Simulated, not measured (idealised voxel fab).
Documented hereafter: the process module known as voxel quadruple lines.
This is section cut - it's 230 nm across, gridded in 5 nm square cells.
Cross-section spec: square-cell grid; bands listed top down; each band is one or more rows. Within each band entry, the heights of the top and of the bottom of the band appear first, in that order and in nm; the materials of the band then follow from left to right, each with its corresponding width in nm. The designation "all across" on a single material indicates that it fills the band from edge to edge; the designation "empty" indicates empty space. Heads up on the height convention: 0 is the point under which the incoming wafer is all one material, and the lowest band has no bottom, it just keeps going down, like "0 down". The notation "30->40" denotes a width that varies across the rows of cells in the band, beginning at the first number in the top row, finishing at the second number in the bottom row, and changing by an identical amount from each row to the next. What does "no change occurred" mean for a step? It means no cell of the cross-section changed in that step. In "Sealed void listing" the enclosed voids are listed, meaning empty spaces of 8 cells or larger without any opening to the top. The form is width x height at distance, distance from the left edge, units nm. Where a step's line continues beyond its settings, the continuation is a remark by the simulator itself on that step. You can add "overlay nm" to a step's line. For a step with a mask, it describes how far the mask lay to the right of its planned position, and a negative number describes a lay to the left.

This section lists the process steps that were planned:
1: RECEIVE: material Si
2: CONFORMAL_DEP: material SiO2, thk nm 5
3: DIRECTIONAL_DEP: material TiN, thk nm 10
4: DIRECTIONAL_DEP: material polySi, thk nm 15
5: DIRECTIONAL_DEP: material aC, thk nm 20
6: PATTERN: tone cover, mask id MANDREL, material resist, width nm 25, thk nm 25, overlay nm 0
7: DIRECTIONAL_ETCH: etch materials aC, depth nm 20
8: STRIP: etch materials resist
9: CONFORMAL_DEP: material SiO2, thk nm 15
10: DIRECTIONAL_ETCH: etch materials SiO2, depth nm 15
11: STRIP: etch materials aC
12: DIRECTIONAL_ETCH: etch materials polySi, depth nm 15
13: STRIP: etch materials SiO2
14: CONFORMAL_DEP: material SiCN, thk nm 5
15: DIRECTIONAL_ETCH: etch materials SiCN, depth nm 5
16: STRIP: etch materials polySi
17: DIRECTIONAL_ETCH: etch materials TiN, depth nm 10
18: STRIP: etch materials SiCN
19: FILL_DEP: material SiO2, thk nm 5
20: CMP: height nm 15

Delivered wafer in cross-section: state after step 1:
    0 down  Si all across
    Sealed void listing: none

Below is the wafer in cross-section after the module was completed. It began from the starting point shown above and followed the plan shown above, except that one mistake was made while running it:
    15 to 5  SiO2 85 nm, TiN 5 nm, SiO2 15 nm, TiN 5 nm, SiO2 10 nm, TiN 5 nm, SiO2 15 nm, TiN 5 nm, SiO2 85 nm
    5 to 0  SiO2 all across
    0 down  Si all across
    Sealed void listing: none
Which mistake was made when the wafer was run? step 6 went in with a setting other than planned; the actual run was PATTERN: tone cover, mask id MANDREL, material resist, width nm 20, thk nm 25, overlay nm 0
